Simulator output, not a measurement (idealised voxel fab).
process module | voxel capacitor over wiring
cross-section cut | 210 nm wide | cells 5 nm
A cross-section is a grid of square cells, given in bands from the top down. A band is one or more rows of cells.
Each band's line starts with the height of the band's top and of its bottom, in nm. Then come its materials from left to right, each with its width in nm. One material with "throughout" fills the band from edge to edge. "air" is empty space.
Height 0 is the level under which the wafer as received is all one material. The lowest band goes on downwards, as in "0 down".
A width such as "30 to 40" changes by the same amount from each row of cells to the next, from the band's top row to its bottom row.
"no change" after a step means that no cell of the cross-section changed.
closed voids: empty space of 8 cells or more with no open way to the top, each as width x height at its distance from the left edge, in nm
after a step's settings: what the simulator itself notes on the step
overlay nm, on a step with a mask: how far to the right of its planned place the mask lay; to the left if negative
plan
1 op RECEIVE | material Si
2 op CONFORMAL_DEP | material SiO2 | thk nm 15
3 op DIRECTIONAL_DEP | material TiN | thk nm 5
4 op DIRECTIONAL_DEP | material W | thk nm 25
5 op MASKED_ETCH | tone cover | mask id METAL_1 | width nm 20 | pitch nm 80 | etch materials W | depth nm 25 | overlay nm -15
6 op MASKED_ETCH | tone cover | mask id METAL_1 | width nm 20 | pitch nm 80 | etch materials TiN | depth nm 5 | overlay nm 0
7 op CONFORMAL_DEP | material SiN | thk nm 5
8 op FILL_DEP | material lowk | thk nm 5
9 op CMP | height nm 45
10 op CONFORMAL_DEP | material SiCN | thk nm 5
11 op DIRECTIONAL_DEP | material SiO2 | thk nm 10
12 op MASKED_ETCH | tone open | mask id PLUG_1 | width nm 15 | etch materials SiO2 | depth nm 10 | overlay nm 0
13 op MASKED_ETCH | tone open | mask id PLUG_1 | width nm 15 | etch materials SiCN | depth nm 5 | overlay nm 0
14 op CONFORMAL_DEP | material TiN | thk nm 5
15 op FILL_DEP | material Cu | thk nm 5
16 op CMP | height nm 60
17 op DIRECTIONAL_DEP | material TiN | thk nm 5
18 op DIRECTIONAL_DEP | material Al2O3 | thk nm 5
19 op DIRECTIONAL_DEP | material TiN | thk nm 10
20 op DIRECTIONAL_DEP | material aC | thk nm 10
21 op PATTERN | tone cover | mask id UPPER_PLATE | material resist | width nm 65 | thk nm 25 | overlay nm 0
22 op DIRECTIONAL_ETCH | etch materials aC | depth nm 10
23 op STRIP | etch materials resist
24 op DIRECTIONAL_ETCH | etch materials TiN | depth nm 10
25 op DIRECTIONAL_ETCH | etch materials Al2O3 | depth nm 5
26 op STRIP | etch materials aC
27 op DIRECTIONAL_DEP | material aC | thk nm 10
28 op PATTERN | tone cover | mask id LOWER_PLATE | material resist | width nm 75 | thk nm 30 | overlay nm 0
29 op DIRECTIONAL_ETCH | etch materials aC | depth nm 10
30 op STRIP | etch materials resist
31 op DIRECTIONAL_ETCH | etch materials TiN | depth nm 5
32 op STRIP | etch materials aC
33 op FILL_DEP | material SiO2 | thk nm 20
34 op CMP | height nm 95
35 op MASKED_ETCH | tone open | mask id PLUG_2 | width nm 15 | etch materials SiO2 | depth nm 15 | overlay nm 0
36 op CONFORMAL_DEP | material TiN | thk nm 5
37 op FILL_DEP | material Ru | thk nm 5
38 op CMP | height nm 95
39 op CONFORMAL_DEP | material SiCN | thk nm 5
varied across the wafers: overlay nm of step 5. The plan shows the first wafer's value. All wafers start alike
first wafer as received, after step 1
  0 down: Si throughout
  closed voids: none
first wafer at the end, after step 39
  100 to 95: SiCN throughout
  95 to 85: SiO2 70 | TiN 5 | Ru 5 | TiN 5 | SiO2 125
  85 to 80: SiO2 70 | TiN 15 | SiO2 125
  80 to 70: SiO2 60 | TiN 65 | SiO2 85
  70 to 65: SiO2 60 | Al2O3 65 | SiO2 85
  65 to 60: SiO2 55 | TiN 75 | SiO2 80
  60 to 50: SiO2 60 | TiN 5 | Cu 5 | TiN 5 | SiO2 135
  50 to 45: SiCN 60 | TiN 15 | SiCN 135
  45 to 25: lowk 35 | SiN 5 | W 20 | SiN 5 | lowk 50 | SiN 5 | W 20 | SiN 5 | lowk 65
  25 to 20: lowk 35 | SiN 5 | W 20 | SiN 20 | lowk 35 | SiN 5 | W 20 | SiN 20 | lowk 50
  20 to 15: SiN 40 | TiN 35 | SiN 45 | TiN 35 | SiN 55
  15 to 0: SiO2 throughout
  0 down: Si throughout
  closed voids: none
last wafer at the end
  100 to 95: SiCN throughout
  95 to 85: SiO2 70 | TiN 5 | Ru 5 | TiN 5 | SiO2 125
  85 to 80: SiO2 70 | TiN 15 | SiO2 125
  80 to 70: SiO2 60 | TiN 65 | SiO2 85
  70 to 65: SiO2 60 | Al2O3 65 | SiO2 85
  65 to 60: SiO2 55 | TiN 75 | SiO2 80
  60 to 50: SiO2 60 | TiN 5 | Cu 5 | TiN 5 | SiO2 135
  50 to 45: SiCN 60 | TiN 15 | SiCN 135
  45 to 25: lowk 65 | SiN 5 | W 20 | SiN 5 | lowk 50 | SiN 5 | W 20 | SiN 5 | lowk 35
  25 to 20: lowk 50 | SiN 20 | W 20 | SiN 5 | lowk 35 | SiN 20 | W 20 | SiN 5 | lowk 35
  20 to 15: SiN 55 | TiN 35 | SiN 45 | TiN 35 | SiN 40
  15 to 0: SiO2 throughout
  0 down: Si throughout
  closed voids: none
each wafer at the end: cells of each material gained (+) or lost (-) since it was received, then its closed voids
overlay nm -15 | +13 Al2O3 | +2 Cu | +2 Ru | +81 SiCN | +54 SiN | +435 SiO2 | +69 TiN | +40 W | +144 lowk | closed voids: none
overlay nm -10 | +13 Al2O3 | +2 Cu | +2 Ru | +81 SiCN | +54 SiN | +435 SiO2 | +67 TiN | +40 W | +146 lowk | closed voids: none
overlay nm -5 | +13 Al2O3 | +2 Cu | +2 Ru | +81 SiCN | +54 SiN | +435 SiO2 | +65 TiN | +40 W | +148 lowk | closed voids: none
overlay nm 0 | +13 Al2O3 | +2 Cu | +2 Ru | +81 SiCN | +54 SiN | +435 SiO2 | +63 TiN | +40 W | +150 lowk | closed voids: none
overlay nm 5 | +13 Al2O3 | +2 Cu | +2 Ru | +81 SiCN | +54 SiN | +435 SiO2 | +65 TiN | +40 W | +148 lowk | closed voids: none
overlay nm 10 | +13 Al2O3 | +2 Cu | +2 Ru | +81 SiCN | +54 SiN | +435 SiO2 | +67 TiN | +40 W | +146 lowk | closed voids: none
overlay nm 15 | +13 Al2O3 | +2 Cu | +2 Ru | +81 SiCN | +54 SiN | +435 SiO2 | +69 TiN | +40 W | +144 lowk | closed voids: none
